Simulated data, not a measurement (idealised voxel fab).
The process module presented herein is designated voxel gate over fins.
Cross-section cut spans 270 nm and uses square cells 5 nm in size.
Each cross-section below is a grid of square cells, stated as bands in top-down order, with one or more rows of cells making up each band. Band entry format. Leading values: height of top, height of bottom, nm. Remainder: materials in left-to-right order, each with its width in nm. Special words: "all across" on a single material, which then fills the band edge to edge; "blank", empty space. Heights are measured from 0, the level below which the as-received wafer is all one material; the lowest band has no bottom and continues downward, written as in "0 down". It should be noted that a width expressed as "30..40" varies in equal increments from row to row of cells within the band, taking the value of the first number at the top row and that of the second number at the bottom row. Step marked "nothing was modified"? Then no cell in the cross-section changed in it. Look at "Entrapped voids" for the closed voids: empty spaces with no open path to the top, sized 8 cells or up. Each is width x height at distance, distance from the left edge, all nm. On each step's line, the part that comes after the settings is the simulator's own comment on the step. overlay nm: right-of-plan distance of the mask on a masked step; negative values mean left-of-plan.

## Steps in the process plan
1) RECEIVE, material Si
2) CONFORMAL_DEP, material SiN, thk nm 5
3) PATTERN, tone cover, mask id FINS, material resist, width nm 15, pitch nm 40, thk nm 15, overlay nm 0
4) DIRECTIONAL_ETCH, etch materials SiN, depth nm 5
5) DIRECTIONAL_ETCH, etch materials Si, depth nm 30
6) STRIP, etch materials resist
7) OXIDIZE, depth nm 5
8) FILL_DEP, material SiO2, thk nm 10
9) CMP, height nm 5
10) SELECTIVE_ETCH, etch materials SiO2, depth nm 15
11) STRIP, etch materials SiN
12) CONFORMAL_DEP, material HfO2, thk nm 5
13) CONFORMAL_DEP, material TiN, thk nm 5
14) FILL_DEP, material W, thk nm 10
15) CMP, height nm 15
16) CONFORMAL_DEP, material SiN, thk nm 5

## Received-state cross-section, reflecting completion of step 1
  0 down: Si all across
  Entrapped voids: none

## Looking at the first of two wafers in cross-section at end of module - ran to plan
  20 to 15: SiN all across
  15 to 10: W all across
  10 to 5: W 80 nm | TiN 25 nm | W 15 nm | TiN 25 nm | W 15 nm | TiN 25 nm | W 85 nm
  5 to 0: W 80 nm | TiN 5 nm | HfO2 15 nm | TiN 5 nm | W 15 nm | TiN 5 nm | HfO2 15 nm | TiN 5 nm | W 15 nm | TiN 5 nm | HfO2 15 nm | TiN 5 nm | W 85 nm
  0 to -5: TiN 85 nm | HfO2 5 nm | Si 5 nm | HfO2 5 nm | TiN 25 nm | HfO2 5 nm | Si 5 nm | HfO2 5 nm | TiN 25 nm | HfO2 5 nm | Si 5 nm | HfO2 5 nm | TiN 90 nm
  -5 to -10: HfO2 90 nm | Si 5 nm | HfO2 35 nm | Si 5 nm | HfO2 35 nm | Si 5 nm | HfO2 95 nm
  -10 to -35: SiO2 90 nm | Si 5 nm | SiO2 35 nm | Si 5 nm | SiO2 35 nm | Si 5 nm | SiO2 95 nm
  -35 down: Si all across
  Entrapped voids: none

## second wafer at the end: like start, like plan, one mistake
  20 to 15: SiN all across
  15 to 10: W all across
  10 to 5: W 75 nm | TiN 35 nm | W 5 nm | TiN 35 nm | W 5 nm | TiN 35 nm | W 80 nm
  5 to 0: W 75 nm | TiN 5 nm | HfO2 25 nm | TiN 5 nm | W 5 nm | TiN 5 nm | HfO2 25 nm | TiN 5 nm | W 5 nm | TiN 5 nm | HfO2 25 nm | TiN 5 nm | W 80 nm
  0 to -5: TiN 80 nm | HfO2 5 nm | Si 15 nm | HfO2 5 nm | TiN 15 nm | HfO2 5 nm | Si 15 nm | HfO2 5 nm | TiN 15 nm | HfO2 5 nm | Si 15 nm | HfO2 5 nm | TiN 85 nm
  -5 to -10: HfO2 85 nm | Si 15 nm | HfO2 25 nm | Si 15 nm | HfO2 25 nm | Si 15 nm | HfO2 90 nm
  -10 to -35: SiO2 85 nm | Si 15 nm | SiO2 25 nm | Si 15 nm | SiO2 25 nm | Si 15 nm | SiO2 90 nm
  -35 down: Si all across
  Entrapped voids: none
Heads up, the wafer didn't run the way we planned it: step 3 deviated from plan and actually ran as PATTERN, tone cover, mask id FINS, material resist, width nm 25, pitch nm 40, thk nm 15, overlay nm 0
Once processing is complete, comparing cell counts shows that the second wafer has more or fewer of certain materials than the first: 42 more of Si, 30 fewer of SiO2, 12 fewer of W
